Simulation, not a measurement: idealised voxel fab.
process module | voxel capacitor over wiring
cross-section cut | 265 nm wide | cells 5 nm
A cross-section is a grid of square cells, given in bands from the top down. A band is one or more rows of cells.
Each band's line starts with the height of the band's top and of its bottom, in nm. Then come its materials from left to right, each with its width in nm. One material with "throughout" fills the band from edge to edge. "air" is empty space.
Height 0 is the level under which the wafer as received is all one material. The lowest band goes on downwards, as in "0 down".
A width such as "30 to 40" changes by the same amount from each row of cells to the next, from the band's top row to its bottom row.
"no change" after a step means that no cell of the cross-section changed.
closed voids: empty space of 8 cells or more with no open way to the top, each as width x height at its distance from the left edge, in nm
after a step's settings: what the simulator itself notes on the step
overlay nm, on a step with a mask: how far to the right of its planned place the mask lay; to the left if negative
plan
1 op RECEIVE | material Si
2 op CONFORMAL_DEP | material SiO2 | thk nm 10
3 op DIRECTIONAL_DEP | material TiN | thk nm 5
4 op DIRECTIONAL_DEP | material W | thk nm 20
5 op PATTERN | tone cover | mask id METAL_1 | material resist | width nm 25 | pitch nm 75 | thk nm 20 | overlay nm 0
6 op DIRECTIONAL_ETCH | etch materials W | depth nm 20
7 op DIRECTIONAL_ETCH | etch materials TiN | depth nm 5
8 op STRIP | etch materials resist
9 op FILL_DEP | material lowk | thk nm 10
10 op CMP | height nm 35
11 op CONFORMAL_DEP | material SiCN | thk nm 5
12 op DIRECTIONAL_DEP | material lowk | thk nm 20
13 op DIRECTIONAL_DEP | material aC | thk nm 15
14 op PATTERN | tone open | mask id PLUG_1 | material resist | width nm 15 | thk nm 30 | overlay nm 0
15 op DIRECTIONAL_ETCH | etch materials aC | depth nm 15
16 op STRIP | etch materials resist
17 op DIRECTIONAL_ETCH | etch materials lowk | depth nm 20
18 op DIRECTIONAL_ETCH | etch materials SiCN | depth nm 5
19 op STRIP | etch materials aC
20 op EPI | material Ru | thk nm 10
21 op EPI | material Ru | thk nm 10
22 op EPI | material Ru | thk nm 5
23 op DIRECTIONAL_DEP | material TiN | thk nm 5
24 op DIRECTIONAL_DEP | material SiN | thk nm 5
25 op DIRECTIONAL_DEP | material TiN | thk nm 10
26 op DIRECTIONAL_DEP | material aC | thk nm 15
27 op PATTERN | tone cover | mask id UPPER_PLATE | material resist | width nm 55 | thk nm 30 | overlay nm 0
28 op DIRECTIONAL_ETCH | etch materials aC | depth nm 15
29 op STRIP | etch materials resist
30 op DIRECTIONAL_ETCH | etch materials TiN | depth nm 10
31 op DIRECTIONAL_ETCH | etch materials SiN | depth nm 5
32 op STRIP | etch materials aC
33 op MASKED_ETCH | tone cover | mask id LOWER_PLATE | width nm 65 | etch materials TiN | depth nm 5 | overlay nm 0
34 op FILL_DEP | material SiO2 | thk nm 15
35 op CMP | height nm 90
36 op DIRECTIONAL_DEP | material aC | thk nm 15
37 op PATTERN | tone open | mask id PLUG_2 | material resist | width nm 15 | thk nm 30 | overlay nm 0
38 op DIRECTIONAL_ETCH | etch materials aC | depth nm 15
39 op STRIP | etch materials resist
40 op DIRECTIONAL_ETCH | etch materials SiO2 | depth nm 10
41 op STRIP | etch materials aC
42 op CONFORMAL_DEP | material TiN | thk nm 5
43 op FILL_DEP | material W | thk nm 10
44 op CMP | height nm 90
45 op CONFORMAL_DEP | material SiCN | thk nm 5
first wafer, as planned
as received, after step 1
  0 down: Si throughout
  closed voids: none
after step 2
  10 to 0: SiO2 throughout
  below 0: unchanged
after step 3
  15 to 10: TiN throughout
  below 10: unchanged
after step 4
  35 to 15: W throughout
  below 15: unchanged
after step 5
  55 to 35: air 80 | resist 25 | air 50 | resist 25 | air 85
  below 35: unchanged
after step 6
  55 to 35: air 80 | resist 25 | air 50 | resist 25 | air 85
  35 to 15: air 80 | W 25 | air 50 | W 25 | air 85
  below 15: unchanged
after step 7
  55 to 35: air 80 | resist 25 | air 50 | resist 25 | air 85
  35 to 15: air 80 | W 25 | air 50 | W 25 | air 85
  15 to 10: air 80 | TiN 25 | air 50 | TiN 25 | air 85
  below 10: unchanged
after step 8
  35 to 15: air 80 | W 25 | air 50 | W 25 | air 85
  below 15: unchanged
after step 9
  45 to 35: lowk throughout
  35 to 15: lowk 80 | W 25 | lowk 50 | W 25 | lowk 85
  15 to 10: lowk 80 | TiN 25 | lowk 50 | TiN 25 | lowk 85
  below 10: unchanged
after step 10
  35 to 15: lowk 80 | W 25 | lowk 50 | W 25 | lowk 85
  below 15: unchanged
after step 11
  40 to 35: SiCN throughout
  below 35: unchanged
after step 12
  60 to 40: lowk throughout
  below 40: unchanged
after step 13
  75 to 60: aC throughout
  below 60: unchanged
after step 14
  105 to 75: resist 90 | air 15 | resist 160
  below 75: unchanged
after step 15
  90 to 75: resist 90 | air 15 | resist 160
  75 to 60: aC 90 | air 15 | aC 160
  below 60: unchanged
after step 16
  75 to 60: aC 90 | air 15 | aC 160
  below 60: unchanged
after step 17
  75 to 60: aC 90 | air 15 | aC 160
  60 to 40: lowk 90 | air 15 | lowk 160
  below 40: unchanged
after step 18
  75 to 60: aC 90 | air 15 | aC 160
  60 to 40: lowk 90 | air 15 | lowk 160
  40 to 35: SiCN 90 | air 15 | SiCN 160
  below 35: unchanged
after step 19
  60 to 40: lowk 90 | air 15 | lowk 160
  below 40: unchanged
after step 20
  60 to 45: lowk 90 | air 15 | lowk 160
  45 to 40: lowk 90 | Ru 15 | lowk 160
  40 to 35: SiCN 90 | Ru 15 | SiCN 160
  below 35: unchanged
after step 21
  60 to 55: lowk 90 | air 15 | lowk 160
  55 to 40: lowk 90 | Ru 15 | lowk 160
  below 40: unchanged
after step 22
  60 to 40: lowk 90 | Ru 15 | lowk 160
  below 40: unchanged
after step 23
  65 to 60: TiN throughout
  below 60: unchanged
after step 24
  70 to 65: SiN throughout
  below 65: unchanged
after step 25
  80 to 70: TiN throughout
  below 70: unchanged
after step 26
  95 to 80: aC throughout
  below 80: unchanged
after step 27
  125 to 95: air 90 | resist 55 | air 120
  below 95: unchanged
after step 28
  110 to 95: air 90 | resist 55 | air 120
  95 to 80: air 90 | aC 55 | air 120
  below 80: unchanged
after step 29
  95 to 80: air 90 | aC 55 | air 120
  below 80: unchanged
after step 30
  95 to 80: air 90 | aC 55 | air 120
  80 to 70: air 90 | TiN 55 | air 120
  below 70: unchanged
after step 31
  95 to 80: air 90 | aC 55 | air 120
  80 to 70: air 90 | TiN 55 | air 120
  70 to 65: air 90 | SiN 55 | air 120
  below 65: unchanged
after step 32
  80 to 70: air 90 | TiN 55 | air 120
  below 70: unchanged
after step 33
  80 to 70: air 90 | TiN 55 | air 120
  70 to 65: air 90 | SiN 55 | air 120
  65 to 60: air 85 | TiN 65 | air 115
  below 60: unchanged
after step 34
  95 to 80: SiO2 throughout
  80 to 70: SiO2 90 | TiN 55 | SiO2 120
  70 to 65: SiO2 90 | SiN 55 | SiO2 120
  65 to 60: SiO2 85 | TiN 65 | SiO2 115
  below 60: unchanged
after step 35
  90 to 80: SiO2 throughout
  below 80: unchanged
after step 36
  105 to 90: aC throughout
  below 90: unchanged
after step 37
  135 to 105: resist 100 | air 15 | resist 150
  below 105: unchanged
after step 38
  120 to 105: resist 100 | air 15 | resist 150
  105 to 90: aC 100 | air 15 | aC 150
  below 90: unchanged
after step 39
  105 to 90: aC 100 | air 15 | aC 150
  below 90: unchanged
after step 40
  105 to 90: aC 100 | air 15 | aC 150
  90 to 80: SiO2 100 | air 15 | SiO2 150
  below 80: unchanged
after step 41
  90 to 80: SiO2 100 | air 15 | SiO2 150
  below 80: unchanged
after step 42
  95 to 90: TiN 105 | air 5 | TiN 155
  90 to 85: SiO2 100 | TiN 5 | air 5 | TiN 5 | SiO2 150
  85 to 80: SiO2 100 | TiN 15 | SiO2 150
  below 80: unchanged
after step 43
  105 to 95: W throughout
  95 to 90: TiN 105 | W 5 | TiN 155
  90 to 85: SiO2 100 | TiN 5 | W 5 | TiN 5 | SiO2 150
  below 85: unchanged
after step 44
  90 to 85: SiO2 100 | TiN 5 | W 5 | TiN 5 | SiO2 150
  below 85: unchanged
after step 45
  95 to 90: SiCN throughout
  below 90: unchanged
second wafer: like start, like plan, one mistake. Through step 1 it matches the first wafer
when step 2 should have ended
  10 to 0: lowk throughout
  below 0: unchanged
when step 3 should have ended
  15 to 10: TiN throughout
  below 10: unchanged
when step 4 should have ended
  35 to 15: W throughout
  below 15: unchanged
when step 5 should have ended
  55 to 35: air 80 | resist 25 | air 50 | resist 25 | air 85
  below 35: unchanged
when step 6 should have ended
  55 to 35: air 80 | resist 25 | air 50 | resist 25 | air 85
  35 to 15: air 80 | W 25 | air 50 | W 25 | air 85
  below 15: unchanged
when step 7 should have ended
  55 to 35: air 80 | resist 25 | air 50 | resist 25 | air 85
  35 to 15: air 80 | W 25 | air 50 | W 25 | air 85
  15 to 10: air 80 | TiN 25 | air 50 | TiN 25 | air 85
  below 10: unchanged
when step 8 should have ended
  35 to 15: air 80 | W 25 | air 50 | W 25 | air 85
  below 15: unchanged
when step 9 should have ended
  45 to 35: lowk throughout
  35 to 15: lowk 80 | W 25 | lowk 50 | W 25 | lowk 85
  15 to 10: lowk 80 | TiN 25 | lowk 50 | TiN 25 | lowk 85
  below 10: unchanged
when step 10 should have ended
  35 to 15: lowk 80 | W 25 | lowk 50 | W 25 | lowk 85
  below 15: unchanged
when step 11 should have ended
  40 to 35: SiCN throughout
  below 35: unchanged
when step 12 should have ended
  60 to 40: lowk throughout
  below 40: unchanged
when step 13 should have ended
  75 to 60: aC throughout
  below 60: unchanged
when step 14 should have ended
  105 to 75: resist 90 | air 15 | resist 160
  below 75: unchanged
when step 15 should have ended
  90 to 75: resist 90 | air 15 | resist 160
  75 to 60: aC 90 | air 15 | aC 160
  below 60: unchanged
when step 16 should have ended
  75 to 60: aC 90 | air 15 | aC 160
  below 60: unchanged
when step 17 should have ended
  75 to 60: aC 90 | air 15 | aC 160
  60 to 40: lowk 90 | air 15 | lowk 160
  below 40: unchanged
when step 18 should have ended
  75 to 60: aC 90 | air 15 | aC 160
  60 to 40: lowk 90 | air 15 | lowk 160
  40 to 35: SiCN 90 | air 15 | SiCN 160
  below 35: unchanged
when step 19 should have ended
  60 to 40: lowk 90 | air 15 | lowk 160
  below 40: unchanged
when step 20 should have ended
  60 to 45: lowk 90 | air 15 | lowk 160
  45 to 40: lowk 90 | Ru 15 | lowk 160
  40 to 35: SiCN 90 | Ru 15 | SiCN 160
  below 35: unchanged
when step 21 should have ended
  60 to 55: lowk 90 | air 15 | lowk 160
  55 to 40: lowk 90 | Ru 15 | lowk 160
  below 40: unchanged
when step 22 should have ended
  60 to 40: lowk 90 | Ru 15 | lowk 160
  below 40: unchanged
when step 23 should have ended
  65 to 60: TiN throughout
  below 60: unchanged
when step 24 should have ended
  70 to 65: SiN throughout
  below 65: unchanged
when step 25 should have ended
  80 to 70: TiN throughout
  below 70: unchanged
when step 26 should have ended
  95 to 80: aC throughout
  below 80: unchanged
when step 27 should have ended
  125 to 95: air 90 | resist 55 | air 120
  below 95: unchanged
when step 28 should have ended
  110 to 95: air 90 | resist 55 | air 120
  95 to 80: air 90 | aC 55 | air 120
  below 80: unchanged
when step 29 should have ended
  95 to 80: air 90 | aC 55 | air 120
  below 80: unchanged
when step 30 should have ended
  95 to 80: air 90 | aC 55 | air 120
  80 to 70: air 90 | TiN 55 | air 120
  below 70: unchanged
when step 31 should have ended
  95 to 80: air 90 | aC 55 | air 120
  80 to 70: air 90 | TiN 55 | air 120
  70 to 65: air 90 | SiN 55 | air 120
  below 65: unchanged
when step 32 should have ended
  80 to 70: air 90 | TiN 55 | air 120
  below 70: unchanged
when step 33 should have ended
  80 to 70: air 90 | TiN 55 | air 120
  70 to 65: air 90 | SiN 55 | air 120
  65 to 60: air 85 | TiN 65 | air 115
  below 60: unchanged
when step 34 should have ended
  95 to 80: SiO2 throughout
  80 to 70: SiO2 90 | TiN 55 | SiO2 120
  70 to 65: SiO2 90 | SiN 55 | SiO2 120
  65 to 60: SiO2 85 | TiN 65 | SiO2 115
  below 60: unchanged
when step 35 should have ended
  90 to 80: SiO2 throughout
  below 80: unchanged
when step 36 should have ended
  105 to 90: aC throughout
  below 90: unchanged
when step 37 should have ended
  135 to 105: resist 100 | air 15 | resist 150
  below 105: unchanged
when step 38 should have ended
  120 to 105: resist 100 | air 15 | resist 150
  105 to 90: aC 100 | air 15 | aC 150
  below 90: unchanged
when step 39 should have ended
  105 to 90: aC 100 | air 15 | aC 150
  below 90: unchanged
when step 40 should have ended
  105 to 90: aC 100 | air 15 | aC 150
  90 to 80: SiO2 100 | air 15 | SiO2 150
  below 80: unchanged
when step 41 should have ended
  90 to 80: SiO2 100 | air 15 | SiO2 150
  below 80: unchanged
when step 42 should have ended
  95 to 90: TiN 105 | air 5 | TiN 155
  90 to 85: SiO2 100 | TiN 5 | air 5 | TiN 5 | SiO2 150
  85 to 80: SiO2 100 | TiN 15 | SiO2 150
  below 80: unchanged
when step 43 should have ended
  105 to 95: W throughout
  95 to 90: TiN 105 | W 5 | TiN 155
  90 to 85: SiO2 100 | TiN 5 | W 5 | TiN 5 | SiO2 150
  below 85: unchanged
when step 44 should have ended
  90 to 85: SiO2 100 | TiN 5 | W 5 | TiN 5 | SiO2 150
  below 85: unchanged
when step 45 should have ended
  95 to 90: SiCN throughout
  below 90: unchanged
what went wrong: step 2 ran as: op CONFORMAL_DEP | material lowk | thk nm 10
at the end the second wafer has, in cells: 106 fewer of SiO2 | 106 more of lowk
